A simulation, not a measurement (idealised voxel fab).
process module | voxel transistor to metal
cross-section cut | 175 nm wide | cells 5 nm
A cross-section is a grid of square cells, given in bands from the top down. A band is one or more rows of cells.
Each band's line starts with the height of the band's top and of its bottom, in nm. Then come its materials from left to right, each with its width in nm. One material with "throughout" fills the band from edge to edge. "air" is empty space.
Height 0 is the level under which the wafer as received is all one material. The lowest band goes on downwards, as in "0 down".
A width such as "30 to 40" changes by the same amount from each row of cells to the next, from the band's top row to its bottom row.
"no change" after a step means that no cell of the cross-section changed.
closed voids: empty space of 8 cells or more with no open way to the top, each as width x height at its distance from the left edge, in nm
after a step's settings: what the simulator itself notes on the step
overlay nm, on a step with a mask: how far to the right of its planned place the mask lay; to the left if negative
plan
1 op RECEIVE | material Si
2 op CONFORMAL_DEP | material SiO2 | thk nm 5
3 op CONFORMAL_DEP | material SiN | thk nm 15
4 op PATTERN | tone cover | mask id ACTIVE | material resist | width nm 105 | thk nm 20 | overlay nm 0
5 op DIRECTIONAL_ETCH | etch materials SiN | depth nm 15
6 op DIRECTIONAL_ETCH | etch materials SiO2 | depth nm 5
7 op DIRECTIONAL_ETCH | etch materials Si | depth nm 25
8 op STRIP | etch materials resist
9 op FILL_DEP | material SiO2 | thk nm 15
10 op CMP | height nm 20
11 op SELECTIVE_ETCH | etch materials SiO2 | depth nm 5
12 op STRIP | etch materials SiN
13 op SELECTIVE_ETCH | etch materials SiO2 | depth nm 5
14 op OXIDIZE | depth nm 5
15 op DIRECTIONAL_DEP | material polySi | thk nm 20
16 op DIRECTIONAL_DEP | material SiCN | thk nm 10
17 op DIRECTIONAL_DEP | material aC | thk nm 15
18 op PATTERN | tone cover | mask id GATE | material resist | width nm 25 | thk nm 30 | overlay nm 0
19 op DIRECTIONAL_ETCH | etch materials aC | depth nm 15
20 op STRIP | etch materials resist
21 op DIRECTIONAL_ETCH | etch materials SiCN | depth nm 20
22 op DIRECTIONAL_ETCH | etch materials polySi | depth nm 30
23 op STRIP | etch materials aC
24 op CONFORMAL_DEP | material SiN | thk nm 5
25 op DIRECTIONAL_ETCH | etch materials SiN | depth nm 5
26 op DIRECTIONAL_ETCH | etch materials SiO2 | depth nm 5
27 op EPI | material SiGe | thk nm 5
28 op FILL_DEP | material SiO2 | thk nm 5
29 op CMP | height nm 20
30 op STRIP | etch materials polySi
31 op SELECTIVE_ETCH | etch materials SiO2 | depth nm 5
32 op CONFORMAL_DEP | material HfO2 | thk nm 5
33 op CONFORMAL_DEP | material TiN | thk nm 5
34 op FILL_DEP | material W | thk nm 5
35 op CMP | height nm 15
36 op DIRECTIONAL_DEP | material SiO2 | thk nm 10
37 op DIRECTIONAL_DEP | material aC | thk nm 15
38 op PATTERN | tone open | mask id CONTACT | material resist | width nm 20 | pitch nm 75 | thk nm 30 | overlay nm 0
39 op DIRECTIONAL_ETCH | etch materials aC | depth nm 15
40 op STRIP | etch materials resist
41 op DIRECTIONAL_ETCH | etch materials SiO2 | depth nm 25
42 op STRIP | etch materials aC
43 op CONFORMAL_DEP | material TiN | thk nm 5
44 op FILL_DEP | material W | thk nm 5
45 op CMP | height nm 25
46 op CONFORMAL_DEP | material SiCN | thk nm 5
47 op DIRECTIONAL_DEP | material lowk | thk nm 15
48 op PATTERN | tone open | mask id METAL_1 | material resist | width nm 20 | pitch nm 75 | thk nm 15 | overlay nm 0
49 op DIRECTIONAL_ETCH | etch materials lowk | depth nm 15
50 op DIRECTIONAL_ETCH | etch materials SiCN | depth nm 5
51 op STRIP | etch materials resist
52 op CONFORMAL_DEP | material TiN | thk nm 5
53 op FILL_DEP | material Ru | thk nm 10
54 op CMP | height nm 45
55 op CONFORMAL_DEP | material SiCN | thk nm 5
56 op DIRECTIONAL_DEP | material lowk | thk nm 25
57 op DIRECTIONAL_DEP | material aC | thk nm 10
58 op PATTERN | tone open | mask id METAL_2 | material resist | width nm 20 | pitch nm 75 | thk nm 25 | overlay nm 0
59 op DIRECTIONAL_ETCH | etch materials aC | depth nm 10
60 op STRIP | etch materials resist
61 op DIRECTIONAL_ETCH | etch materials lowk | depth nm 15
62 op STRIP | etch materials aC
63 op PATTERN | tone open | mask id METAL_2_HOLES | material resist | width nm 15 | pitch nm 75 | thk nm 20 | overlay nm 0
64 op DIRECTIONAL_ETCH | etch materials lowk | depth nm 10
65 op DIRECTIONAL_ETCH | etch materials SiCN | depth nm 5
66 op STRIP | etch materials resist
67 op CONFORMAL_DEP | material TiN | thk nm 5
68 op FILL_DEP | material Ru | thk nm 5
69 op CMP | height nm 75
70 op CONFORMAL_DEP | material SiCN | thk nm 5
first wafer, as planned
as received, after step 1
  0 down: Si throughout
  closed voids: none
after step 2
  5 to 0: SiO2 throughout
  below 0: unchanged
after step 3
  20 to 5: SiN throughout
  below 5: unchanged
after step 4
  40 to 20: air 35 | resist 105 | air 35
  below 20: unchanged
after step 5
  40 to 20: air 35 | resist 105 | air 35
  20 to 5: air 35 | SiN 105 | air 35
  below 5: unchanged
after step 6
  40 to 20: air 35 | resist 105 | air 35
  20 to 5: air 35 | SiN 105 | air 35
  5 to 0: air 35 | SiO2 105 | air 35
  below 0: unchanged
after step 7
  40 to 20: air 35 | resist 105 | air 35
  20 to 5: air 35 | SiN 105 | air 35
  5 to 0: air 35 | SiO2 105 | air 35
  0 to -25: air 35 | Si 105 | air 35
  below -25: unchanged
after step 8
  20 to 5: air 35 | SiN 105 | air 35
  below 5: unchanged
after step 9
  35 to 20: SiO2 throughout
  20 to 5: SiO2 35 | SiN 105 | SiO2 35
  5 to 0: SiO2 throughout
  0 to -25: SiO2 35 | Si 105 | SiO2 35
  below -25: unchanged
after step 10
  20 to 5: SiO2 35 | SiN 105 | SiO2 35
  below 5: unchanged
after step 11
  20 to 15: air 35 | SiN 105 | air 35
  below 15: unchanged
after step 12
  15 to 5: SiO2 35 | air 105 | SiO2 35
  below 5: unchanged
after step 13
  10 to 0: SiO2 30 | air 115 | SiO2 30
  below 0: unchanged
after step 14
  10 to 0: SiO2 30 | air 115 | SiO2 30
  0 to -5: SiO2 throughout
  below -5: unchanged
after step 15
  30 to 20: polySi 30 | air 115 | polySi 30
  20 to 10: polySi throughout
  10 to 0: SiO2 30 | polySi 115 | SiO2 30
  below 0: unchanged
after step 16
  40 to 30: SiCN 30 | air 115 | SiCN 30
  30 to 20: polySi 30 | SiCN 115 | polySi 30
  below 20: unchanged
after step 17
  55 to 45: aC 30 | air 115 | aC 30
  45 to 40: aC throughout
  40 to 30: SiCN 30 | aC 115 | SiCN 30
  below 30: unchanged
after step 18
  85 to 55: air 75 | resist 25 | air 75
  55 to 45: aC 30 | air 45 | resist 25 | air 45 | aC 30
  below 45: unchanged
after step 19
  70 to 45: air 75 | resist 25 | air 75
  45 to 40: air 75 | aC 25 | air 75
  40 to 30: SiCN 30 | air 45 | aC 25 | air 45 | SiCN 30
  below 30: unchanged
after step 20
  45 to 40: air 75 | aC 25 | air 75
  below 40: unchanged
after step 21
  45 to 30: air 75 | aC 25 | air 75
  30 to 20: polySi 30 | air 45 | SiCN 25 | air 45 | polySi 30
  below 20: unchanged
after step 22
  45 to 30: air 75 | aC 25 | air 75
  30 to 20: air 75 | SiCN 25 | air 75
  20 to 10: air 75 | polySi 25 | air 75
  10 to 0: SiO2 30 | air 45 | polySi 25 | air 45 | SiO2 30
  below 0: unchanged
after step 23
  30 to 20: air 75 | SiCN 25 | air 75
  below 20: unchanged
after step 24
  35 to 30: air 70 | SiN 35 | air 70
  30 to 20: air 70 | SiN 5 | SiCN 25 | SiN 5 | air 70
  20 to 15: air 70 | SiN 5 | polySi 25 | SiN 5 | air 70
  15 to 10: SiN 35 | air 35 | SiN 5 | polySi 25 | SiN 5 | air 35 | SiN 35
  10 to 5: SiO2 30 | SiN 5 | air 35 | SiN 5 | polySi 25 | SiN 5 | air 35 | SiN 5 | SiO2 30
  5 to 0: SiO2 30 | SiN 45 | polySi 25 | SiN 45 | SiO2 30
  below 0: unchanged
after step 25
  30 to 20: air 70 | SiN 5 | SiCN 25 | SiN 5 | air 70
  20 to 10: air 70 | SiN 5 | polySi 25 | SiN 5 | air 70
  10 to 0: SiO2 30 | SiN 5 | air 35 | SiN 5 | polySi 25 | SiN 5 | air 35 | SiN 5 | SiO2 30
  below 0: unchanged
after step 26
  30 to 20: air 70 | SiN 5 | SiCN 25 | SiN 5 | air 70
  20 to 10: air 70 | SiN 5 | polySi 25 | SiN 5 | air 70
  10 to 5: air 30 | SiN 5 | air 35 | SiN 5 | polySi 25 | SiN 5 | air 35 | SiN 5 | air 30
  5 to 0: SiO2 30 | SiN 5 | air 35 | SiN 5 | polySi 25 | SiN 5 | air 35 | SiN 5 | SiO2 30
  0 to -5: SiO2 35 | air 35 | SiO2 35 | air 35 | SiO2 35
  below -5: unchanged
after step 27
  30 to 20: air 70 | SiN 5 | SiCN 25 | SiN 5 | air 70
  20 to 10: air 70 | SiN 5 | polySi 25 | SiN 5 | air 70
  10 to 5: air 30 | SiN 5 | air 35 | SiN 5 | polySi 25 | SiN 5 | air 35 | SiN 5 | air 30
  5 to 0: SiO2 30 | SiN 5 | air 35 | SiN 5 | polySi 25 | SiN 5 | air 35 | SiN 5 | SiO2 30
  0 to -5: SiO2 35 | SiGe 35 | SiO2 35 | SiGe 35 | SiO2 35
  below -5: unchanged
after step 28
  35 to 30: SiO2 throughout
  30 to 20: SiO2 70 | SiN 5 | SiCN 25 | SiN 5 | SiO2 70
  20 to 10: SiO2 70 | SiN 5 | polySi 25 | SiN 5 | SiO2 70
  10 to 0: SiO2 30 | SiN 5 | SiO2 35 | SiN 5 | polySi 25 | SiN 5 | SiO2 35 | SiN 5 | SiO2 30
  below 0: unchanged
after step 29
  20 to 10: SiO2 70 | SiN 5 | polySi 25 | SiN 5 | SiO2 70
  below 10: unchanged
after step 30
  20 to 10: SiO2 70 | SiN 5 | air 25 | SiN 5 | SiO2 70
  10 to 0: SiO2 30 | SiN 5 | SiO2 35 | SiN 5 | air 25 | SiN 5 | SiO2 35 | SiN 5 | SiO2 30
  below 0: unchanged
after step 31
  20 to 15: air 70 | SiN 5 | air 25 | SiN 5 | air 70
  15 to 10: SiO2 70 | SiN 5 | air 25 | SiN 5 | SiO2 70
  10 to 0: SiO2 30 | SiN 5 | SiO2 35 | SiN 5 | air 25 | SiN 5 | SiO2 35 | SiN 5 | SiO2 30
  0 to -5: SiO2 35 | SiGe 35 | air 35 | SiGe 35 | SiO2 35
  below -5: unchanged
after step 32
  25 to 20: air 65 | HfO2 15 | air 15 | HfO2 15 | air 65
  20 to 15: HfO2 70 | SiN 5 | HfO2 5 | air 15 | HfO2 5 | SiN 5 | HfO2 70
  15 to 10: SiO2 70 | SiN 5 | HfO2 5 | air 15 | HfO2 5 | SiN 5 | SiO2 70
  10 to 0: SiO2 30 | SiN 5 | SiO2 35 | SiN 5 | HfO2 5 | air 15 | HfO2 5 | SiN 5 | SiO2 35 | SiN 5 | SiO2 30
  0 to -5: SiO2 35 | SiGe 35 | HfO2 35 | SiGe 35 | SiO2 35
  below -5: unchanged
after step 33
  30 to 25: air 60 | TiN 25 | air 5 | TiN 25 | air 60
  25 to 20: TiN 65 | HfO2 15 | TiN 5 | air 5 | TiN 5 | HfO2 15 | TiN 65
  20 to 15: HfO2 70 | SiN 5 | HfO2 5 | TiN 5 | air 5 | TiN 5 | HfO2 5 | SiN 5 | HfO2 70
  15 to 10: SiO2 70 | SiN 5 | HfO2 5 | TiN 5 | air 5 | TiN 5 | HfO2 5 | SiN 5 | SiO2 70
  10 to 5: SiO2 30 | SiN 5 | SiO2 35 | SiN 5 | HfO2 5 | TiN 5 | air 5 | TiN 5 | HfO2 5 | SiN 5 | SiO2 35 | SiN 5 | SiO2 30
  5 to 0: SiO2 30 | SiN 5 | SiO2 35 | SiN 5 | HfO2 5 | TiN 15 | HfO2 5 | SiN 5 | SiO2 35 | SiN 5 | SiO2 30
  below 0: unchanged
after step 34
  35 to 30: W throughout
  30 to 25: W 60 | TiN 25 | W 5 | TiN 25 | W 60
  25 to 20: TiN 65 | HfO2 15 | TiN 5 | W 5 | TiN 5 | HfO2 15 | TiN 65
  20 to 15: HfO2 70 | SiN 5 | HfO2 5 | TiN 5 | W 5 | TiN 5 | HfO2 5 | SiN 5 | HfO2 70
  15 to 10: SiO2 70 | SiN 5 | HfO2 5 | TiN 5 | W 5 | TiN 5 | HfO2 5 | SiN 5 | SiO2 70
  10 to 5: SiO2 30 | SiN 5 | SiO2 35 | SiN 5 | HfO2 5 | TiN 5 | W 5 | TiN 5 | HfO2 5 | SiN 5 | SiO2 35 | SiN 5 | SiO2 30
  below 5: unchanged
after step 35
  15 to 10: SiO2 70 | SiN 5 | HfO2 5 | TiN 5 | W 5 | TiN 5 | HfO2 5 | SiN 5 | SiO2 70
  below 10: unchanged
after step 36
  25 to 15: SiO2 throughout
  below 15: unchanged
after step 37
  40 to 25: aC throughout
  below 25: unchanged
after step 38
  70 to 40: resist 40 | air 20 | resist 55 | air 20 | resist 40
  below 40: unchanged
after step 39
  55 to 40: resist 40 | air 20 | resist 55 | air 20 | resist 40
  40 to 25: aC 40 | air 20 | aC 55 | air 20 | aC 40
  below 25: unchanged
after step 40
  40 to 25: aC 40 | air 20 | aC 55 | air 20 | aC 40
  below 25: unchanged
after step 41
  40 to 25: aC 40 | air 20 | aC 55 | air 20 | aC 40
  25 to 15: SiO2 40 | air 20 | SiO2 55 | air 20 | SiO2 40
  15 to 10: SiO2 40 | air 20 | SiO2 10 | SiN 5 | HfO2 5 | TiN 5 | W 5 | TiN 5 | HfO2 5 | SiN 5 | SiO2 10 | air 20 | SiO2 40
  10 to 5: SiO2 30 | SiN 5 | SiO2 5 | air 20 | SiO2 10 | SiN 5 | HfO2 5 | TiN 5 | W 5 | TiN 5 | HfO2 5 | SiN 5 | SiO2 10 | air 20 | SiO2 5 | SiN 5 | SiO2 30
  5 to 0: SiO2 30 | SiN 5 | SiO2 5 | air 20 | SiO2 10 | SiN 5 | HfO2 5 | TiN 15 | HfO2 5 | SiN 5 | SiO2 10 | air 20 | SiO2 5 | SiN 5 | SiO2 30
  below 0: unchanged
after step 42
  25 to 15: SiO2 40 | air 20 | SiO2 55 | air 20 | SiO2 40
  below 15: unchanged
after step 43
  30 to 25: TiN 45 | air 10 | TiN 65 | air 10 | TiN 45
  25 to 15: SiO2 40 | TiN 5 | air 10 | TiN 5 | SiO2 55 | TiN 5 | air 10 | TiN 5 | SiO2 40
  15 to 10: SiO2 40 | TiN 5 | air 10 | TiN 5 | SiO2 10 | SiN 5 | HfO2 5 | TiN 5 | W 5 | TiN 5 | HfO2 5 | SiN 5 | SiO2 10 | TiN 5 | air 10 | TiN 5 | SiO2 40
  10 to 5: SiO2 30 | SiN 5 | SiO2 5 | TiN 5 | air 10 | TiN 5 | SiO2 10 | SiN 5 | HfO2 5 | TiN 5 | W 5 | TiN 5 | HfO2 5 | SiN 5 | SiO2 10 | TiN 5 | air 10 | TiN 5 | SiO2 5 | SiN 5 | SiO2 30
  5 to 0: SiO2 30 | SiN 5 | SiO2 5 | TiN 20 | SiO2 10 | SiN 5 | HfO2 5 | TiN 15 | HfO2 5 | SiN 5 | SiO2 10 | TiN 20 | SiO2 5 | SiN 5 | SiO2 30
  below 0: unchanged
after step 44
  35 to 30: W throughout
  30 to 25: TiN 45 | W 10 | TiN 65 | W 10 | TiN 45
  25 to 15: SiO2 40 | TiN 5 | W 10 | TiN 5 | SiO2 55 | TiN 5 | W 10 | TiN 5 | SiO2 40
  15 to 10: SiO2 40 | TiN 5 | W 10 | TiN 5 | SiO2 10 | SiN 5 | HfO2 5 | TiN 5 | W 5 | TiN 5 | HfO2 5 | SiN 5 | SiO2 10 | TiN 5 | W 10 | TiN 5 | SiO2 40
  10 to 5: SiO2 30 | SiN 5 | SiO2 5 | TiN 5 | W 10 | TiN 5 | SiO2 10 | SiN 5 | HfO2 5 | TiN 5 | W 5 | TiN 5 | HfO2 5 | SiN 5 | SiO2 10 | TiN 5 | W 10 | TiN 5 | SiO2 5 | SiN 5 | SiO2 30
  below 5: unchanged
after step 45
  25 to 15: SiO2 40 | TiN 5 | W 10 | TiN 5 | SiO2 55 | TiN 5 | W 10 | TiN 5 | SiO2 40
  below 15: unchanged
after step 46
  30 to 25: SiCN throughout
  below 25: unchanged
after step 47
  45 to 30: lowk throughout
  below 30: unchanged
after step 48
  60 to 45: resist 40 | air 20 | resist 55 | air 20 | resist 40
  below 45: unchanged
after step 49
  60 to 45: resist 40 | air 20 | resist 55 | air 20 | resist 40
  45 to 30: lowk 40 | air 20 | lowk 55 | air 20 | lowk 40
  below 30: unchanged
after step 50
  60 to 45: resist 40 | air 20 | resist 55 | air 20 | resist 40
  45 to 30: lowk 40 | air 20 | lowk 55 | air 20 | lowk 40
  30 to 25: SiCN 40 | air 20 | SiCN 55 | air 20 | SiCN 40
  below 25: unchanged
after step 51
  45 to 30: lowk 40 | air 20 | lowk 55 | air 20 | lowk 40
  below 30: unchanged
after step 52
  50 to 45: TiN 45 | air 10 | TiN 65 | air 10 | TiN 45
  45 to 30: lowk 40 | TiN 5 | air 10 | TiN 5 | lowk 55 | TiN 5 | air 10 | TiN 5 | lowk 40
  30 to 25: SiCN 40 | TiN 20 | SiCN 55 | TiN 20 | SiCN 40
  below 25: unchanged
after step 53
  60 to 50: Ru throughout
  50 to 45: TiN 45 | Ru 10 | TiN 65 | Ru 10 | TiN 45
  45 to 30: lowk 40 | TiN 5 | Ru 10 | TiN 5 | lowk 55 | TiN 5 | Ru 10 | TiN 5 | lowk 40
  below 30: unchanged
after step 54
  45 to 30: lowk 40 | TiN 5 | Ru 10 | TiN 5 | lowk 55 | TiN 5 | Ru 10 | TiN 5 | lowk 40
  below 30: unchanged
after step 55
  50 to 45: SiCN throughout
  below 45: unchanged
after step 56
  75 to 50: lowk throughout
  below 50: unchanged
after step 57
  85 to 75: aC throughout
  below 75: unchanged
after step 58
  110 to 85: resist 40 | air 20 | resist 55 | air 20 | resist 40
  below 85: unchanged
after step 59
  100 to 85: resist 40 | air 20 | resist 55 | air 20 | resist 40
  85 to 75: aC 40 | air 20 | aC 55 | air 20 | aC 40
  below 75: unchanged
after step 60
  85 to 75: aC 40 | air 20 | aC 55 | air 20 | aC 40
  below 75: unchanged
after step 61
  85 to 75: aC 40 | air 20 | aC 55 | air 20 | aC 40
  75 to 60: lowk 40 | air 20 | lowk 55 | air 20 | lowk 40
  below 60: unchanged
after step 62
  75 to 60: lowk 40 | air 20 | lowk 55 | air 20 | lowk 40
  below 60: unchanged
after step 63
  95 to 75: resist 40 | air 15 | resist 60 | air 15 | resist 45
  75 to 60: lowk 40 | air 15 | resist 5 | lowk 55 | air 15 | resist 5 | lowk 40
  below 60: unchanged
after step 64
  95 to 75: resist 40 | air 15 | resist 60 | air 15 | resist 45
  75 to 60: lowk 40 | air 15 | resist 5 | lowk 55 | air 15 | resist 5 | lowk 40
  60 to 50: lowk 40 | air 15 | lowk 60 | air 15 | lowk 45
  below 50: unchanged
after step 65
  95 to 75: resist 40 | air 15 | resist 60 | air 15 | resist 45
  75 to 60: lowk 40 | air 15 | resist 5 | lowk 55 | air 15 | resist 5 | lowk 40
  60 to 50: lowk 40 | air 15 | lowk 60 | air 15 | lowk 45
  50 to 45: SiCN 40 | air 15 | SiCN 60 | air 15 | SiCN 45
  below 45: unchanged
after step 66
  75 to 60: lowk 40 | air 20 | lowk 55 | air 20 | lowk 40
  below 60: unchanged
after step 67
  80 to 75: TiN 45 | air 10 | TiN 65 | air 10 | TiN 45
  75 to 65: lowk 40 | TiN 5 | air 10 | TiN 5 | lowk 55 | TiN 5 | air 10 | TiN 5 | lowk 40
  65 to 60: lowk 40 | TiN 5 | air 5 | TiN 10 | lowk 55 | TiN 5 | air 5 | TiN 10 | lowk 40
  60 to 50: lowk 40 | TiN 5 | air 5 | TiN 5 | lowk 60 | TiN 5 | air 5 | TiN 5 | lowk 45
  50 to 45: SiCN 40 | TiN 15 | SiCN 60 | TiN 15 | SiCN 45
  below 45: unchanged
after step 68
  85 to 80: Ru throughout
  80 to 75: TiN 45 | Ru 10 | TiN 65 | Ru 10 | TiN 45
  75 to 65: lowk 40 | TiN 5 | Ru 10 | TiN 5 | lowk 55 | TiN 5 | Ru 10 | TiN 5 | lowk 40
  65 to 60: lowk 40 | TiN 5 | Ru 5 | TiN 10 | lowk 55 | TiN 5 | Ru 5 | TiN 10 | lowk 40
  60 to 50: lowk 40 | TiN 5 | Ru 5 | TiN 5 | lowk 60 | TiN 5 | Ru 5 | TiN 5 | lowk 45
  below 50: unchanged
after step 69
  75 to 65: lowk 40 | TiN 5 | Ru 10 | TiN 5 | lowk 55 | TiN 5 | Ru 10 | TiN 5 | lowk 40
  below 65: unchanged
after step 70
  80 to 75: SiCN throughout
  below 75: unchanged
second wafer: like start, like plan, one mistake. Through step 57 it matches the first wafer
when step 58 should have ended
  110 to 85: resist 45 | air 20 | resist 55 | air 20 | resist 35
  below 85: unchanged
when step 59 should have ended
  100 to 85: resist 45 | air 20 | resist 55 | air 20 | resist 35
  85 to 75: aC 45 | air 20 | aC 55 | air 20 | aC 35
  below 75: unchanged
when step 60 should have ended
  85 to 75: aC 45 | air 20 | aC 55 | air 20 | aC 35
  below 75: unchanged
when step 61 should have ended
  85 to 75: aC 45 | air 20 | aC 55 | air 20 | aC 35
  75 to 60: lowk 45 | air 20 | lowk 55 | air 20 | lowk 35
  below 60: unchanged
when step 62 should have ended
  75 to 60: lowk 45 | air 20 | lowk 55 | air 20 | lowk 35
  below 60: unchanged
when step 63 should have ended
  95 to 75: resist 40 | air 15 | resist 60 | air 15 | resist 45
  75 to 60: lowk 45 | air 10 | resist 10 | lowk 55 | air 10 | resist 10 | lowk 35
  below 60: unchanged
when step 64 should have ended
  95 to 75: resist 40 | air 15 | resist 60 | air 15 | resist 45
  75 to 65: lowk 40 | air 15 | resist 10 | lowk 50 | air 15 | resist 10 | lowk 35
  65 to 60: lowk 45 | air 10 | resist 10 | lowk 55 | air 10 | resist 10 | lowk 35
  60 to 50: lowk 45 | air 10 | lowk 65 | air 10 | lowk 45
  below 50: unchanged
when step 65 should have ended
  95 to 75: resist 40 | air 15 | resist 60 | air 15 | resist 45
  75 to 65: lowk 40 | air 15 | resist 10 | lowk 50 | air 15 | resist 10 | lowk 35
  65 to 60: lowk 45 | air 10 | resist 10 | lowk 55 | air 10 | resist 10 | lowk 35
  60 to 50: lowk 45 | air 10 | lowk 65 | air 10 | lowk 45
  50 to 45: SiCN 45 | air 10 | SiCN 65 | air 10 | SiCN 45
  below 45: unchanged
when step 66 should have ended
  75 to 65: lowk 40 | air 25 | lowk 50 | air 25 | lowk 35
  65 to 60: lowk 45 | air 20 | lowk 55 | air 20 | lowk 35
  below 60: unchanged
when step 67 should have ended
  80 to 75: TiN 45 | air 15 | TiN 60 | air 15 | TiN 40
  75 to 65: lowk 40 | TiN 5 to 10 | air 15 to 10 | TiN 5 | lowk 50 | TiN 5 to 10 | air 15 to 10 | TiN 5 | lowk 35
  65 to 60: lowk 45 | TiN 20 | lowk 55 | TiN 20 | lowk 35
  60 to 50: lowk 45 | TiN 10 | lowk 65 | TiN 10 | lowk 45
  50 to 45: SiCN 45 | TiN 10 | SiCN 65 | TiN 10 | SiCN 45
  below 45: unchanged
when step 68 should have ended
  85 to 80: Ru throughout
  80 to 75: TiN 45 | Ru 15 | TiN 60 | Ru 15 | TiN 40
  75 to 65: lowk 40 | TiN 5 to 10 | Ru 15 to 10 | TiN 5 | lowk 50 | TiN 5 to 10 | Ru 15 to 10 | TiN 5 | lowk 35
  below 65: unchanged
when step 69 should have ended
  75 to 65: lowk 40 | TiN 5 to 10 | Ru 15 to 10 | TiN 5 | lowk 50 | TiN 5 to 10 | Ru 15 to 10 | TiN 5 | lowk 35
  below 65: unchanged
when step 70 should have ended
  80 to 75: SiCN throughout
  below 75: unchanged
what went wrong: step 58 ran as: op PATTERN | tone open | mask id METAL_2 | material resist | width nm 20 | pitch nm 75 | thk nm 25 | overlay nm 5
at the end the second wafer has, in cells: 4 fewer of Ru | 2 more of SiCN | 2 more of TiN
